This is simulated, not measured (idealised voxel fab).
process module | voxel air gaps
cross-section cut | 275 nm wide | cells 5 nm
A cross-section is a grid of square cells, given in bands from the top down. A band is one or more rows of cells.
Each band's line starts with the height of the band's top and of its bottom, in nm. Then come its materials from left to right, each with its width in nm. One material with "throughout" fills the band from edge to edge. "air" is empty space.
Height 0 is the level under which the wafer as received is all one material. The lowest band goes on downwards, as in "0 down".
A width such as "30 to 40" changes by the same amount from each row of cells to the next, from the band's top row to its bottom row.
"no change" after a step means that no cell of the cross-section changed.
closed voids: empty space of 8 cells or more with no open way to the top, each as width x height at its distance from the left edge, in nm
after a step's settings: what the simulator itself notes on the step
overlay nm, on a step with a mask: how far to the right of its planned place the mask lay; to the left if negative
plan
1 op RECEIVE | material Si
2 op CONFORMAL_DEP | material SiO2 | thk nm 10
3 op CONFORMAL_DEP | material SiCN | thk nm 5
4 op DIRECTIONAL_DEP | material SiO2 | thk nm 35
5 op MASKED_ETCH | tone open | mask id LINES | width nm 20 | pitch nm 45 | etch materials SiO2 | depth nm 35 | overlay nm 0
6 op CONFORMAL_DEP | material TiN | thk nm 5
7 op FILL_DEP | material Ru | thk nm 5
8 op CMP | height nm 50
9 op EPI | material Ru | thk nm 10
10 op SELECTIVE_ETCH | etch materials SiO2 | depth nm 45
11 op CONFORMAL_DEP | material SiCN | thk nm 5
as received, after step 1
  0 down: Si throughout
  closed voids: none
first wafer at the end, as planned
  65 to 60: air 65 | SiCN 140 | air 70
  60 to 50: air 65 | SiCN 5 | Ru 40 | SiCN 5 | Ru 40 | SiCN 5 | Ru 40 | SiCN 5 | air 70
  50 to 45: air 65 | SiCN 15 | TiN 5 | Ru 10 | TiN 5 | SiCN 25 | TiN 5 | Ru 10 | TiN 5 | SiCN 25 | TiN 5 | Ru 10 | TiN 5 | SiCN 15 | air 70
  45 to 20: air 75 | SiCN 5 | TiN 5 | Ru 10 | TiN 5 | SiCN 5 | air 15 | SiCN 5 | TiN 5 | Ru 10 | TiN 5 | SiCN 5 | air 15 | SiCN 5 | TiN 5 | Ru 10 | TiN 5 | SiCN 5 | air 80
  20 to 15: SiCN 80 | TiN 20 | SiCN 25 | TiN 20 | SiCN 25 | TiN 20 | SiCN 85
  15 to 10: SiCN throughout
  10 to 0: SiO2 throughout
  0 down: Si throughout
  closed voids: 15 x 25 at 105; 15 x 25 at 150
second wafer at the end: like start, like plan, one mistake
  65 to 60: air 70 | SiCN 135 | air 70
  60 to 50: air 70 | SiCN 5 | Ru 35 | SiCN 10 | Ru 35 | SiCN 10 | Ru 35 | SiCN 5 | air 70
  50 to 45: air 70 | SiCN 15 | TiN 5 | Ru 5 | TiN 5 | SiCN 30 | TiN 5 | Ru 5 | TiN 5 | SiCN 30 | TiN 5 | Ru 5 | TiN 5 | SiCN 15 | air 70
  45 to 20: air 80 | SiCN 5 | TiN 5 | Ru 5 | TiN 5 | SiCN 5 | air 20 | SiCN 5 | TiN 5 | Ru 5 | TiN 5 | SiCN 5 | air 20 | SiCN 5 | TiN 5 | Ru 5 | TiN 5 | SiCN 5 | air 80
  20 to 15: SiCN 85 | TiN 15 | SiCN 30 | TiN 15 | SiCN 30 | TiN 15 | SiCN 85
  15 to 10: SiCN throughout
  10 to 0: SiO2 throughout
  0 down: Si throughout
  closed voids: 20 x 25 at 105; 20 x 25 at 150
what went wrong: step 5 ran as: op MASKED_ETCH | tone open | mask id LINES | width nm 15 | pitch nm 45 | etch materials SiO2 | depth nm 35 | overlay nm 0
at the end the second wafer has, in cells: 24 fewer of Ru | 8 more of SiCN | 3 fewer of TiN
